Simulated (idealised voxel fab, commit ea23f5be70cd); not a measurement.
process module | voxel self aligned contacts
Cross-section cut spans 170 nm and uses square cells 5 nm in size.
Square cells in a grid make up a cross-section in this document, and the grid is given as bands, listed from the top down, each one or more rows of cells. Basically the band line says how high the top is and how high the bottom is, in nm, and then what's in it from left to right, every material with its width in nm. Empty space shows up as "blank", and if a single material carries "throughout" it runs the full band edge to edge. Basically, 0 is our baseline, since under it the wafer straight out of the box is all one material. The bottom band has no lower end and keeps on going down, so it looks like "0 nm and below". With a width like "30->40", each row of cells in the band differs from the next by the same amount, the top row carrying the first number and the bottom row the second. "no modification" for a step: no cell of the cross-section changed in that step. So "Completely enclosed voids" is basically the list of trapped voids: any empty space of 8 cells or more that can't reach the top through an opening. They're written width x height at distance, the distance being from the left edge, and it's all nm. Post-settings text on a step line: simulator's own remark regarding the step. You can add "overlay nm" to a step's line. For a step with a mask, it describes how far the mask lay to the right of its planned position, and a negative number describes a lay to the left.

-- Set out below are the planned steps of the process
1,RECEIVE, material Si
2,OXIDIZE, depth nm 5
3,DIRECTIONAL_DEP, material polySi, thk nm 20
4,DIRECTIONAL_DEP, material SiN, thk nm 15
5,DIRECTIONAL_DEP, material aC, thk nm 10
6,PATTERN, tone cover, mask id GATE, material resist, width nm 35, pitch nm 65, thk nm 25, overlay nm 0
7,DIRECTIONAL_ETCH, etch materials aC, depth nm 10
8,STRIP, etch materials resist
9,DIRECTIONAL_ETCH, etch materials SiN, depth nm 15
10,DIRECTIONAL_ETCH, etch materials polySi, depth nm 20
11,STRIP, etch materials aC
12,CONFORMAL_DEP, material SiN, thk nm 5
13,DIRECTIONAL_ETCH, etch materials SiN, depth nm 5
14,FILL_DEP, material SiO2, thk nm 15
15,CMP, height nm 40
16,DIRECTIONAL_DEP, material aC, thk nm 15
17,PATTERN, tone open, mask id CONTACT, material resist, width nm 50, thk nm 30, overlay nm 0
18,DIRECTIONAL_ETCH, etch materials aC, depth nm 15
19,STRIP, etch materials resist
20,DIRECTIONAL_ETCH, etch materials SiO2, depth nm 45
21,STRIP, etch materials aC
22,CONFORMAL_DEP, material TiN, thk nm 5
23,FILL_DEP, material W, thk nm 10
24,CMP, height nm 40
25,CONFORMAL_DEP, material SiCN, thk nm 5

-- The first of two wafers, run as planned

-- Cross-section of the incoming wafer, state after step 1
  0 nm and below = Si throughout
  Completely enclosed voids: none

-- Wafer section view after processing step 2
  0 nm to -5 nm = SiO2 throughout
  Under the height -5 nothing was changed.

-- Wafer section view after processing step 3
  20 nm to 0 nm = polySi throughout
  Under the height 0 nothing was changed.

-- Wafer section view after processing step 4
  35 nm to 20 nm = SiN throughout
  Under the height 20 nothing was changed.

-- Wafer section view after processing step 5
  45 nm to 35 nm = aC throughout
  Under the height 35 nothing was changed.

-- Wafer section view after processing step 6
  70 nm to 45 nm = blank: 35, resist: 35, blank: 30, resist: 35, blank: 35
  Under the height 45 nothing was changed.

-- Wafer section view after processing step 7
  60 nm to 45 nm = blank: 35, resist: 35, blank: 30, resist: 35, blank: 35
  45 nm to 35 nm = blank: 35, aC: 35, blank: 30, aC: 35, blank: 35
  Under the height 35 nothing was changed.

-- Wafer section view after processing step 8
  45 nm to 35 nm = blank: 35, aC: 35, blank: 30, aC: 35, blank: 35
  Under the height 35 nothing was changed.

-- Wafer section view after processing step 9
  45 nm to 35 nm = blank: 35, aC: 35, blank: 30, aC: 35, blank: 35
  35 nm to 20 nm = blank: 35, SiN: 35, blank: 30, SiN: 35, blank: 35
  Under the height 20 nothing was changed.

-- Wafer section view after processing step 10
  45 nm to 35 nm = blank: 35, aC: 35, blank: 30, aC: 35, blank: 35
  35 nm to 20 nm = blank: 35, SiN: 35, blank: 30, SiN: 35, blank: 35
  20 nm to 0 nm = blank: 35, polySi: 35, blank: 30, polySi: 35, blank: 35
  Under the height 0 nothing was changed.

-- Wafer section view after processing step 11
  35 nm to 20 nm = blank: 35, SiN: 35, blank: 30, SiN: 35, blank: 35
  Under the height 20 nothing was changed.

-- Wafer section view after processing step 12
  40 nm to 20 nm = blank: 30, SiN: 45, blank: 20, SiN: 45, blank: 30
  20 nm to 5 nm = blank: 30, SiN: 5, polySi: 35, SiN: 5, blank: 20, SiN: 5, polySi: 35, SiN: 5, blank: 30
  5 nm to 0 nm = SiN: 35, polySi: 35, SiN: 30, polySi: 35, SiN: 35
  Under the height 0 nothing was changed.

-- Wafer section view after processing step 13
  35 nm to 20 nm = blank: 30, SiN: 45, blank: 20, SiN: 45, blank: 30
  20 nm to 0 nm = blank: 30, SiN: 5, polySi: 35, SiN: 5, blank: 20, SiN: 5, polySi: 35, SiN: 5, blank: 30
  Under the height 0 nothing was changed.

-- Wafer section view after processing step 14
  50 nm to 35 nm = SiO2 throughout
  35 nm to 20 nm = SiO2: 30, SiN: 45, SiO2: 20, SiN: 45, SiO2: 30
  20 nm to 0 nm = SiO2: 30, SiN: 5, polySi: 35, SiN: 5, SiO2: 20, SiN: 5, polySi: 35, SiN: 5, SiO2: 30
  Under the height 0 nothing was changed.

-- Wafer section view after processing step 15
  40 nm to 35 nm = SiO2 throughout
  Under the height 35 nothing was changed.

-- Wafer section view after processing step 16
  55 nm to 40 nm = aC throughout
  Under the height 40 nothing was changed.

-- Wafer section view after processing step 17
  85 nm to 55 nm = resist: 60, blank: 50, resist: 60
  Under the height 55 nothing was changed.

-- Wafer section view after processing step 18
  70 nm to 55 nm = resist: 60, blank: 50, resist: 60
  55 nm to 40 nm = aC: 60, blank: 50, aC: 60
  Under the height 40 nothing was changed.

-- Wafer section view after processing step 19
  55 nm to 40 nm = aC: 60, blank: 50, aC: 60
  Under the height 40 nothing was changed.

-- Wafer section view after processing step 20
  55 nm to 40 nm = aC: 60, blank: 50, aC: 60
  40 nm to 35 nm = SiO2: 60, blank: 50, SiO2: 60
  35 nm to 20 nm = SiO2: 30, SiN: 45, blank: 20, SiN: 45, SiO2: 30
  20 nm to 0 nm = SiO2: 30, SiN: 5, polySi: 35, SiN: 5, blank: 20, SiN: 5, polySi: 35, SiN: 5, SiO2: 30
  0 nm to -5 nm = SiO2: 75, blank: 20, SiO2: 75
  Under the height -5 nothing was changed.

-- Wafer section view after processing step 21
  40 nm to 35 nm = SiO2: 60, blank: 50, SiO2: 60
  Under the height 35 nothing was changed.

-- Wafer section view after processing step 22
  45 nm to 40 nm = TiN: 65, blank: 40, TiN: 65
  40 nm to 35 nm = SiO2: 60, TiN: 20, blank: 10, TiN: 20, SiO2: 60
  35 nm to 20 nm = SiO2: 30, SiN: 45, TiN: 5, blank: 10, TiN: 5, SiN: 45, SiO2: 30
  20 nm to 0 nm = SiO2: 30, SiN: 5, polySi: 35, SiN: 5, TiN: 5, blank: 10, TiN: 5, SiN: 5, polySi: 35, SiN: 5, SiO2: 30
  0 nm to -5 nm = SiO2: 75, TiN: 20, SiO2: 75
  Under the height -5 nothing was changed.

-- Wafer section view after processing step 23
  55 nm to 45 nm = W throughout
  45 nm to 40 nm = TiN: 65, W: 40, TiN: 65
  40 nm to 35 nm = SiO2: 60, TiN: 20, W: 10, TiN: 20, SiO2: 60
  35 nm to 20 nm = SiO2: 30, SiN: 45, TiN: 5, W: 10, TiN: 5, SiN: 45, SiO2: 30
  20 nm to 0 nm = SiO2: 30, SiN: 5, polySi: 35, SiN: 5, TiN: 5, W: 10, TiN: 5, SiN: 5, polySi: 35, SiN: 5, SiO2: 30
  Under the height 0 nothing was changed.

-- Wafer section view after processing step 24
  40 nm to 35 nm = SiO2: 60, TiN: 20, W: 10, TiN: 20, SiO2: 60
  Under the height 35 nothing was changed.

-- Wafer section view after processing step 25
  45 nm to 40 nm = SiCN throughout
  Under the height 40 nothing was changed.

-- Second wafer - shared start and plan with the first - one error in running - same as the first up to step 3 inclusive

-- Second wafer profile in section, at the moment step 4 of the plan was meant to be complete
  50 nm to 20 nm = SiN throughout
  Under the height 20 nothing was changed.

-- Second wafer profile in section, at the moment step 5 of the plan was meant to be complete
  60 nm to 50 nm = aC throughout
  Under the height 50 nothing was changed.

-- Second wafer profile in section, at the moment step 6 of the plan was meant to be complete
  85 nm to 60 nm = blank: 35, resist: 35, blank: 30, resist: 35, blank: 35
  Under the height 60 nothing was changed.

-- Second wafer profile in section, at the moment step 7 of the plan was meant to be complete
  75 nm to 60 nm = blank: 35, resist: 35, blank: 30, resist: 35, blank: 35
  60 nm to 50 nm = blank: 35, aC: 35, blank: 30, aC: 35, blank: 35
  Under the height 50 nothing was changed.

-- Second wafer profile in section, at the moment step 8 of the plan was meant to be complete
  60 nm to 50 nm = blank: 35, aC: 35, blank: 30, aC: 35, blank: 35
  Under the height 50 nothing was changed.

-- Second wafer profile in section, at the moment step 9 of the plan was meant to be complete
  60 nm to 50 nm = blank: 35, aC: 35, blank: 30, aC: 35, blank: 35
  50 nm to 35 nm = blank: 35, SiN: 35, blank: 30, SiN: 35, blank: 35
  Under the height 35 nothing was changed.

Second wafer profile in section, at the moment step 10 of the plan was meant to be complete: no modification

-- Second wafer profile in section, at the moment step 11 of the plan was meant to be complete
  50 nm to 35 nm = blank: 35, SiN: 35, blank: 30, SiN: 35, blank: 35
  Under the height 35 nothing was changed.

-- Second wafer profile in section, at the moment step 12 of the plan was meant to be complete
  55 nm to 40 nm = blank: 30, SiN: 45, blank: 20, SiN: 45, blank: 30
  40 nm to 20 nm = SiN throughout
  Under the height 20 nothing was changed.

-- Second wafer profile in section, at the moment step 13 of the plan was meant to be complete
  50 nm to 35 nm = blank: 30, SiN: 45, blank: 20, SiN: 45, blank: 30
  Under the height 35 nothing was changed.

-- Second wafer profile in section, at the moment step 14 of the plan was meant to be complete
  65 nm to 50 nm = SiO2 throughout
  50 nm to 35 nm = SiO2: 30, SiN: 45, SiO2: 20, SiN: 45, SiO2: 30
  Under the height 35 nothing was changed.

-- Second wafer profile in section, at the moment step 15 of the plan was meant to be complete
  40 nm to 35 nm = SiO2: 30, SiN: 45, SiO2: 20, SiN: 45, SiO2: 30
  Under the height 35 nothing was changed.

-- Second wafer profile in section, at the moment step 16 of the plan was meant to be complete
  55 nm to 40 nm = aC throughout
  Under the height 40 nothing was changed.

-- Second wafer profile in section, at the moment step 17 of the plan was meant to be complete
  85 nm to 55 nm = resist: 60, blank: 50, resist: 60
  Under the height 55 nothing was changed.

-- Second wafer profile in section, at the moment step 18 of the plan was meant to be complete
  70 nm to 55 nm = resist: 60, blank: 50, resist: 60
  55 nm to 40 nm = aC: 60, blank: 50, aC: 60
  Under the height 40 nothing was changed.

-- Second wafer profile in section, at the moment step 19 of the plan was meant to be complete
  55 nm to 40 nm = aC: 60, blank: 50, aC: 60
  Under the height 40 nothing was changed.

-- Second wafer profile in section, at the moment step 20 of the plan was meant to be complete
  55 nm to 40 nm = aC: 60, blank: 50, aC: 60
  40 nm to 35 nm = SiO2: 30, SiN: 45, blank: 20, SiN: 45, SiO2: 30
  Under the height 35 nothing was changed.

-- Second wafer profile in section, at the moment step 21 of the plan was meant to be complete
  40 nm to 35 nm = SiO2: 30, SiN: 45, blank: 20, SiN: 45, SiO2: 30
  Under the height 35 nothing was changed.

-- Second wafer profile in section, at the moment step 22 of the plan was meant to be complete
  45 nm to 40 nm = TiN: 80, blank: 10, TiN: 80
  40 nm to 35 nm = SiO2: 30, SiN: 45, TiN: 20, SiN: 45, SiO2: 30
  Under the height 35 nothing was changed.

-- Second wafer profile in section, at the moment step 23 of the plan was meant to be complete
  55 nm to 45 nm = W throughout
  45 nm to 40 nm = TiN: 80, W: 10, TiN: 80
  Under the height 40 nothing was changed.

-- Second wafer profile in section, at the moment step 24 of the plan was meant to be complete
  40 nm to 35 nm = SiO2: 30, SiN: 45, TiN: 20, SiN: 45, SiO2: 30
  Under the height 35 nothing was changed.

-- Second wafer profile in section, at the moment step 25 of the plan was meant to be complete
  45 nm to 40 nm = SiCN throughout
  Under the height 40 nothing was changed.
The plan and the run diverged here: in the plan, step 4 was performed twice
Once processing is complete, comparing cell counts shows that the second wafer has more or fewer of certain materials than the first: +50 SiN | -92 SiO2 | -22 TiN | -16 W | +80 polySi
